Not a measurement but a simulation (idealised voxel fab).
Process module name: voxel capacitor over wiring
Cross-sectional view cut (width: 250 nm; square cell size: 5 nm).
How to read a cross-section here: the picture is a grid of square cells, written as bands going from the top down, and any band can span one or more rows of cells. Basically the band line says how high the top is and how high the bottom is, in nm, and then what's in it from left to right, every material with its width in nm. Empty space shows up as "blank", and if a single material carries "all across" it runs the full band edge to edge. Heights are measured from 0, the level below which the as-received wafer is all one material; the lowest band has no bottom and continues downward, written as in "0 and below". The notation "30..40" denotes a width that varies across the rows of cells in the band, beginning at the first number in the top row, finishing at the second number in the bottom row, and changing by an identical amount from each row to the next. "no alteration" (step): cross-section cells unchanged, all of them. This entry, "Sealed cavities", enumerates those empty regions of no fewer than 8 cells that possess no open connection to the top. Each region is reported in the form width x height at distance, the distance being taken from the left edge, with all three quantities expressed in nm. Step line, after settings: the simulator's comment on this step. On any step carrying a mask, the "overlay nm" setting, if present on the step's line, tells how far right of its planned place the mask lay; negative values point to the left.

These are the steps we planned for the process:
- 1: RECEIVE | material Si
- 2: CONFORMAL_DEP | material SiO2 | thk nm 10
- 3: DIRECTIONAL_DEP | material TiN | thk nm 5
- 4: DIRECTIONAL_DEP | material W | thk nm 15
- 5: DIRECTIONAL_DEP | material aC | thk nm 10
- 6: PATTERN | tone cover | mask id METAL_1 | material resist | width nm 25 | pitch nm 90 | thk nm 25 | overlay nm 0
- 7: DIRECTIONAL_ETCH | etch materials aC | depth nm 10
- 8: STRIP | etch materials resist
- 9: DIRECTIONAL_ETCH | etch materials W | depth nm 15
- 10: DIRECTIONAL_ETCH | etch materials TiN | depth nm 5
- 11: STRIP | etch materials aC
- 12: CONFORMAL_DEP | material SiCN | thk nm 5
- 13: FILL_DEP | material SiO2 | thk nm 5
- 14: CMP | height nm 30
- 15: CONFORMAL_DEP | material SiCN | thk nm 5
- 16: DIRECTIONAL_DEP | material SiO2 | thk nm 15
- 17: MASKED_ETCH | tone open | mask id PLUG_1 | width nm 15 | etch materials SiO2 | depth nm 15 | overlay nm 0
- 18: MASKED_ETCH | tone open | mask id PLUG_1 | width nm 15 | etch materials SiCN | depth nm 5 | overlay nm 0
- 19: EPI | material Ru | thk nm 10
- 20: EPI | material Ru | thk nm 10
- 21: DIRECTIONAL_DEP | material TiN | thk nm 10
- 22: DIRECTIONAL_DEP | material SiN | thk nm 5
- 23: DIRECTIONAL_DEP | material TiN | thk nm 10
- 24: MASKED_ETCH | tone cover | mask id UPPER_PLATE | width nm 70 | etch materials TiN | depth nm 10 | overlay nm 0
- 25: MASKED_ETCH | tone cover | mask id UPPER_PLATE | width nm 70 | etch materials SiN | depth nm 5 | overlay nm 0
- 26: PATTERN | tone cover | mask id LOWER_PLATE | material resist | width nm 80 | thk nm 20 | overlay nm 0
- 27: DIRECTIONAL_ETCH | etch materials TiN | depth nm 10
- 28: STRIP | etch materials resist
- 29: FILL_DEP | material SiO2 | thk nm 20
- 30: CMP | height nm 90
- 31: DIRECTIONAL_DEP | material aC | thk nm 15
- 32: PATTERN | tone open | mask id PLUG_2 | material resist | width nm 15 | thk nm 30 | overlay nm 0
- 33: DIRECTIONAL_ETCH | etch materials aC | depth nm 15
- 34: STRIP | etch materials resist
- 35: DIRECTIONAL_ETCH | etch materials SiO2 | depth nm 15
- 36: STRIP | etch materials aC
- 37: CONFORMAL_DEP | material TiN | thk nm 5
- 38: FILL_DEP | material Ru | thk nm 5
- 39: CMP | height nm 90
- 40: CONFORMAL_DEP | material SiCN | thk nm 5

First out of two wafers; run went to plan:

Cross-section of the wafer at receipt, which is the condition after step 1:
	0 and below = Si all across
	Sealed cavities: none

After step 2: wafer cross-section:
	10 down to 0 = SiO2 all across
	below 0: unchanged

After step 3: wafer cross-section:
	15 down to 10 = TiN all across
	below 10: unchanged

After step 4: wafer cross-section:
	30 down to 15 = W all across
	below 15: unchanged

After step 5: wafer cross-section:
	40 down to 30 = aC all across
	below 30: unchanged

After step 6: wafer cross-section:
	65 down to 40 = 65 nm blank; 25 nm resist; 65 nm blank; 25 nm resist; 70 nm blank
	below 40: unchanged

After step 7: wafer cross-section:
	55 down to 40 = 65 nm blank; 25 nm resist; 65 nm blank; 25 nm resist; 70 nm blank
	40 down to 30 = 65 nm blank; 25 nm aC; 65 nm blank; 25 nm aC; 70 nm blank
	below 30: unchanged

After step 8: wafer cross-section:
	40 down to 30 = 65 nm blank; 25 nm aC; 65 nm blank; 25 nm aC; 70 nm blank
	below 30: unchanged

After step 9: wafer cross-section:
	40 down to 30 = 65 nm blank; 25 nm aC; 65 nm blank; 25 nm aC; 70 nm blank
	30 down to 15 = 65 nm blank; 25 nm W; 65 nm blank; 25 nm W; 70 nm blank
	below 15: unchanged

After step 10: wafer cross-section:
	40 down to 30 = 65 nm blank; 25 nm aC; 65 nm blank; 25 nm aC; 70 nm blank
	30 down to 15 = 65 nm blank; 25 nm W; 65 nm blank; 25 nm W; 70 nm blank
	15 down to 10 = 65 nm blank; 25 nm TiN; 65 nm blank; 25 nm TiN; 70 nm blank
	below 10: unchanged

After step 11: wafer cross-section:
	30 down to 15 = 65 nm blank; 25 nm W; 65 nm blank; 25 nm W; 70 nm blank
	below 15: unchanged

After step 12: wafer cross-section:
	35 down to 30 = 60 nm blank; 35 nm SiCN; 55 nm blank; 35 nm SiCN; 65 nm blank
	30 down to 15 = 60 nm blank; 5 nm SiCN; 25 nm W; 5 nm SiCN; 55 nm blank; 5 nm SiCN; 25 nm W; 5 nm SiCN; 65 nm blank
	15 down to 10 = 65 nm SiCN; 25 nm TiN; 65 nm SiCN; 25 nm TiN; 70 nm SiCN
	below 10: unchanged

After step 13: wafer cross-section:
	40 down to 35 = SiO2 all across
	35 down to 30 = 60 nm SiO2; 35 nm SiCN; 55 nm SiO2; 35 nm SiCN; 65 nm SiO2
	30 down to 15 = 60 nm SiO2; 5 nm SiCN; 25 nm W; 5 nm SiCN; 55 nm SiO2; 5 nm SiCN; 25 nm W; 5 nm SiCN; 65 nm SiO2
	below 15: unchanged

After step 14: wafer cross-section:
	30 down to 15 = 60 nm SiO2; 5 nm SiCN; 25 nm W; 5 nm SiCN; 55 nm SiO2; 5 nm SiCN; 25 nm W; 5 nm SiCN; 65 nm SiO2
	below 15: unchanged

After step 15: wafer cross-section:
	35 down to 30 = SiCN all across
	below 30: unchanged

After step 16: wafer cross-section:
	50 down to 35 = SiO2 all across
	below 35: unchanged

After step 17: wafer cross-section:
	50 down to 35 = 75 nm SiO2; 15 nm blank; 160 nm SiO2
	below 35: unchanged

After step 18: wafer cross-section:
	50 down to 35 = 75 nm SiO2; 15 nm blank; 160 nm SiO2
	35 down to 30 = 75 nm SiCN; 15 nm blank; 160 nm SiCN
	below 30: unchanged

After step 19: wafer cross-section:
	50 down to 40 = 75 nm SiO2; 15 nm blank; 160 nm SiO2
	40 down to 35 = 75 nm SiO2; 15 nm Ru; 160 nm SiO2
	35 down to 30 = 75 nm SiCN; 15 nm Ru; 160 nm SiCN
	below 30: unchanged

After step 20: wafer cross-section:
	50 down to 35 = 75 nm SiO2; 15 nm Ru; 160 nm SiO2
	below 35: unchanged

After step 21: wafer cross-section:
	60 down to 50 = TiN all across
	below 50: unchanged

After step 22: wafer cross-section:
	65 down to 60 = SiN all across
	below 60: unchanged

After step 23: wafer cross-section:
	75 down to 65 = TiN all across
	below 65: unchanged

After step 24: wafer cross-section:
	75 down to 65 = 75 nm blank; 70 nm TiN; 105 nm blank
	below 65: unchanged

After step 25: wafer cross-section:
	75 down to 65 = 75 nm blank; 70 nm TiN; 105 nm blank
	65 down to 60 = 75 nm blank; 70 nm SiN; 105 nm blank
	below 60: unchanged

After step 26: wafer cross-section:
	95 down to 75 = 70 nm blank; 80 nm resist; 100 nm blank
	75 down to 65 = 70 nm blank; 5 nm resist; 70 nm TiN; 5 nm resist; 100 nm blank
	65 down to 60 = 70 nm blank; 5 nm resist; 70 nm SiN; 5 nm resist; 100 nm blank
	below 60: unchanged

After step 27: wafer cross-section:
	95 down to 75 = 70 nm blank; 80 nm resist; 100 nm blank
	75 down to 65 = 70 nm blank; 5 nm resist; 70 nm TiN; 5 nm resist; 100 nm blank
	65 down to 60 = 70 nm blank; 5 nm resist; 70 nm SiN; 5 nm resist; 100 nm blank
	60 down to 50 = 70 nm blank; 80 nm TiN; 100 nm blank
	below 50: unchanged

After step 28: wafer cross-section:
	75 down to 65 = 75 nm blank; 70 nm TiN; 105 nm blank
	65 down to 60 = 75 nm blank; 70 nm SiN; 105 nm blank
	below 60: unchanged

After step 29: wafer cross-section:
	95 down to 75 = SiO2 all across
	75 down to 65 = 75 nm SiO2; 70 nm TiN; 105 nm SiO2
	65 down to 60 = 75 nm SiO2; 70 nm SiN; 105 nm SiO2
	60 down to 50 = 70 nm SiO2; 80 nm TiN; 100 nm SiO2
	below 50: unchanged

After step 30: wafer cross-section:
	90 down to 75 = SiO2 all across
	below 75: unchanged

After step 31: wafer cross-section:
	105 down to 90 = aC all across
	below 90: unchanged

After step 32: wafer cross-section:
	135 down to 105 = 85 nm resist; 15 nm blank; 150 nm resist
	below 105: unchanged

After step 33: wafer cross-section:
	120 down to 105 = 85 nm resist; 15 nm blank; 150 nm resist
	105 down to 90 = 85 nm aC; 15 nm blank; 150 nm aC
	below 90: unchanged

After step 34: wafer cross-section:
	105 down to 90 = 85 nm aC; 15 nm blank; 150 nm aC
	below 90: unchanged

After step 35: wafer cross-section:
	105 down to 90 = 85 nm aC; 15 nm blank; 150 nm aC
	90 down to 75 = 85 nm SiO2; 15 nm blank; 150 nm SiO2
	below 75: unchanged

After step 36: wafer cross-section:
	90 down to 75 = 85 nm SiO2; 15 nm blank; 150 nm SiO2
	below 75: unchanged

After step 37: wafer cross-section:
	95 down to 90 = 90 nm TiN; 5 nm blank; 155 nm TiN
	90 down to 80 = 85 nm SiO2; 5 nm TiN; 5 nm blank; 5 nm TiN; 150 nm SiO2
	80 down to 75 = 85 nm SiO2; 15 nm TiN; 150 nm SiO2
	below 75: unchanged

After step 38: wafer cross-section:
	100 down to 95 = Ru all across
	95 down to 90 = 90 nm TiN; 5 nm Ru; 155 nm TiN
	90 down to 80 = 85 nm SiO2; 5 nm TiN; 5 nm Ru; 5 nm TiN; 150 nm SiO2
	below 80: unchanged

After step 39: wafer cross-section:
	90 down to 80 = 85 nm SiO2; 5 nm TiN; 5 nm Ru; 5 nm TiN; 150 nm SiO2
	below 80: unchanged

After step 40: wafer cross-section:
	95 down to 90 = SiCN all across
	below 90: unchanged

Wafer two of the pair: same origin, same plan, one error during the run; identical to wafer one up to and including step 16:

Second wafer shown in cross-section at the time step 17 was slated to end:
	50 down to 35 = 65 nm SiO2; 15 nm blank; 170 nm SiO2
	below 35: unchanged

Second wafer shown in cross-section at the time step 18 was slated to end:
	50 down to 35 = 65 nm SiO2; 15 nm blank; 170 nm SiO2
	35 down to 30 = 75 nm SiCN; 5 nm blank; 170 nm SiCN
	below 30: unchanged

Second wafer shown in cross-section at the time step 19 was slated to end:
	50 down to 40 = 65 nm SiO2; 15 nm blank; 170 nm SiO2
	40 down to 35 = 65 nm SiO2; 5 nm blank; 10 nm Ru; 170 nm SiO2
	35 down to 30 = 75 nm SiCN; 5 nm Ru; 170 nm SiCN
	below 30: unchanged

Second wafer shown in cross-section at the time step 20 was slated to end:
	50 down to 35 = 65 nm SiO2; 15 nm Ru; 170 nm SiO2
	below 35: unchanged

Second wafer shown in cross-section at the time step 21 was slated to end:
	60 down to 50 = TiN all across
	below 50: unchanged

Second wafer shown in cross-section at the time step 22 was slated to end:
	65 down to 60 = SiN all across
	below 60: unchanged

Second wafer shown in cross-section at the time step 23 was slated to end:
	75 down to 65 = TiN all across
	below 65: unchanged

Second wafer shown in cross-section at the time step 24 was slated to end:
	75 down to 65 = 75 nm blank; 70 nm TiN; 105 nm blank
	below 65: unchanged

Second wafer shown in cross-section at the time step 25 was slated to end:
	75 down to 65 = 75 nm blank; 70 nm TiN; 105 nm blank
	65 down to 60 = 75 nm blank; 70 nm SiN; 105 nm blank
	below 60: unchanged

Second wafer shown in cross-section at the time step 26 was slated to end:
	95 down to 75 = 70 nm blank; 80 nm resist; 100 nm blank
	75 down to 65 = 70 nm blank; 5 nm resist; 70 nm TiN; 5 nm resist; 100 nm blank
	65 down to 60 = 70 nm blank; 5 nm resist; 70 nm SiN; 5 nm resist; 100 nm blank
	below 60: unchanged

Second wafer shown in cross-section at the time step 27 was slated to end:
	95 down to 75 = 70 nm blank; 80 nm resist; 100 nm blank
	75 down to 65 = 70 nm blank; 5 nm resist; 70 nm TiN; 5 nm resist; 100 nm blank
	65 down to 60 = 70 nm blank; 5 nm resist; 70 nm SiN; 5 nm resist; 100 nm blank
	60 down to 50 = 70 nm blank; 80 nm TiN; 100 nm blank
	below 50: unchanged

Second wafer shown in cross-section at the time step 28 was slated to end:
	75 down to 65 = 75 nm blank; 70 nm TiN; 105 nm blank
	65 down to 60 = 75 nm blank; 70 nm SiN; 105 nm blank
	below 60: unchanged

Second wafer shown in cross-section at the time step 29 was slated to end:
	95 down to 75 = SiO2 all across
	75 down to 65 = 75 nm SiO2; 70 nm TiN; 105 nm SiO2
	65 down to 60 = 75 nm SiO2; 70 nm SiN; 105 nm SiO2
	60 down to 50 = 70 nm SiO2; 80 nm TiN; 100 nm SiO2
	below 50: unchanged

Second wafer shown in cross-section at the time step 30 was slated to end:
	90 down to 75 = SiO2 all across
	below 75: unchanged

Second wafer shown in cross-section at the time step 31 was slated to end:
	105 down to 90 = aC all across
	below 90: unchanged

Second wafer shown in cross-section at the time step 32 was slated to end:
	135 down to 105 = 85 nm resist; 15 nm blank; 150 nm resist
	below 105: unchanged

Second wafer shown in cross-section at the time step 33 was slated to end:
	120 down to 105 = 85 nm resist; 15 nm blank; 150 nm resist
	105 down to 90 = 85 nm aC; 15 nm blank; 150 nm aC
	below 90: unchanged

Second wafer shown in cross-section at the time step 34 was slated to end:
	105 down to 90 = 85 nm aC; 15 nm blank; 150 nm aC
	below 90: unchanged

Second wafer shown in cross-section at the time step 35 was slated to end:
	105 down to 90 = 85 nm aC; 15 nm blank; 150 nm aC
	90 down to 75 = 85 nm SiO2; 15 nm blank; 150 nm SiO2
	below 75: unchanged

Second wafer shown in cross-section at the time step 36 was slated to end:
	90 down to 75 = 85 nm SiO2; 15 nm blank; 150 nm SiO2
	below 75: unchanged

Second wafer shown in cross-section at the time step 37 was slated to end:
	95 down to 90 = 90 nm TiN; 5 nm blank; 155 nm TiN
	90 down to 80 = 85 nm SiO2; 5 nm TiN; 5 nm blank; 5 nm TiN; 150 nm SiO2
	80 down to 75 = 85 nm SiO2; 15 nm TiN; 150 nm SiO2
	below 75: unchanged

Second wafer shown in cross-section at the time step 38 was slated to end:
	100 down to 95 = Ru all across
	95 down to 90 = 90 nm TiN; 5 nm Ru; 155 nm TiN
	90 down to 80 = 85 nm SiO2; 5 nm TiN; 5 nm Ru; 5 nm TiN; 150 nm SiO2
	below 80: unchanged

Second wafer shown in cross-section at the time step 39 was slated to end:
	90 down to 80 = 85 nm SiO2; 5 nm TiN; 5 nm Ru; 5 nm TiN; 150 nm SiO2
	below 80: unchanged

Second wafer shown in cross-section at the time step 40 was slated to end:
	95 down to 90 = SiCN all across
	below 90: unchanged
Finding, execution versus plan: not per plan at step 17, really ran MASKED_ETCH | tone open | mask id PLUG_1 | width nm 15 | etch materials SiO2 | depth nm 15 | overlay nm -10
Cell-count delta at end, second wafer over first, by material: 2 fewer of Ru, 2 more of SiCN
